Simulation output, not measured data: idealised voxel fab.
The process module that follows is named voxel tone inversion.
Shown is cross-section cut, with a width of 300 nm and square cells of size 5 nm.
Reading order for cross-sections: top band down to bottom band. Underlying form: a grid of square cells. Band size: one or more rows of cells. Band entry format. Leading values: height of top, height of bottom, nm. Remainder: materials in left-to-right order, each with its width in nm. Special words: "everywhere" on a single material, which then fills the band edge to edge; "blank", empty space. Height is counted from the level 0, under which the received wafer is composed throughout of one material. The lowest of the bands is not closed at the bottom but continues downward, in the notation "0 and below". A width such as "30 to 40" changes by the same amount from each row of cells to the next, from the band's top row to its bottom row. "no change", as given for a step, is the statement that not any cell of the cross-section underwent a change during that step. Heads up: "Unvented cavities" only lists the empty pockets with no open path to the top that are 8 cells or more, and it writes them as width x height at distance, distance from the left edge, in nm. Whatever follows a step's settings on its line is a remark the simulator itself makes about that step. For masked steps, "overlay nm" on the step line gives how far right of plan the mask actually lay; a minus sign means it lay to the left.
This section lists the process steps that were planned
1. RECEIVE [material Si]
2. CONFORMAL_DEP [material SiN] [thk nm 10]
3. DIRECTIONAL_DEP [material aC] [thk nm 25]
4. PATTERN [tone cover] [mask id POSTS] [material resist] [width nm 20] [pitch nm 35] [thk nm 35] [overlay nm 0]
5. DIRECTIONAL_ETCH [etch materials aC] [depth nm 25]
6. STRIP [etch materials resist]
7. FILL_DEP [material SiO2] [thk nm 5]
8. CMP [height nm 35]
9. STRIP [etch materials aC]
Cross-section of the wafer upon arrival, representing the state reached after step 1
  0 and below | Si everywhere
  Unvented cavities: none
Starting structure and process plan are as shown above, but one mistake was made in running the module; the wafer cross-section at the end of the module follows
  35 down to 10 | 115 SiO2  20 blank  15 SiO2  20 blank  130 SiO2
  10 down to 0 | SiN everywhere
  0 and below | Si everywhere
  Unvented cavities: none
what went wrong: step 4 deviated from plan and actually ran as PATTERN [tone cover] [mask id POSTS] [material resist] [width nm 20] [pitch nm 35] [thk nm 35] [overlay nm -5]
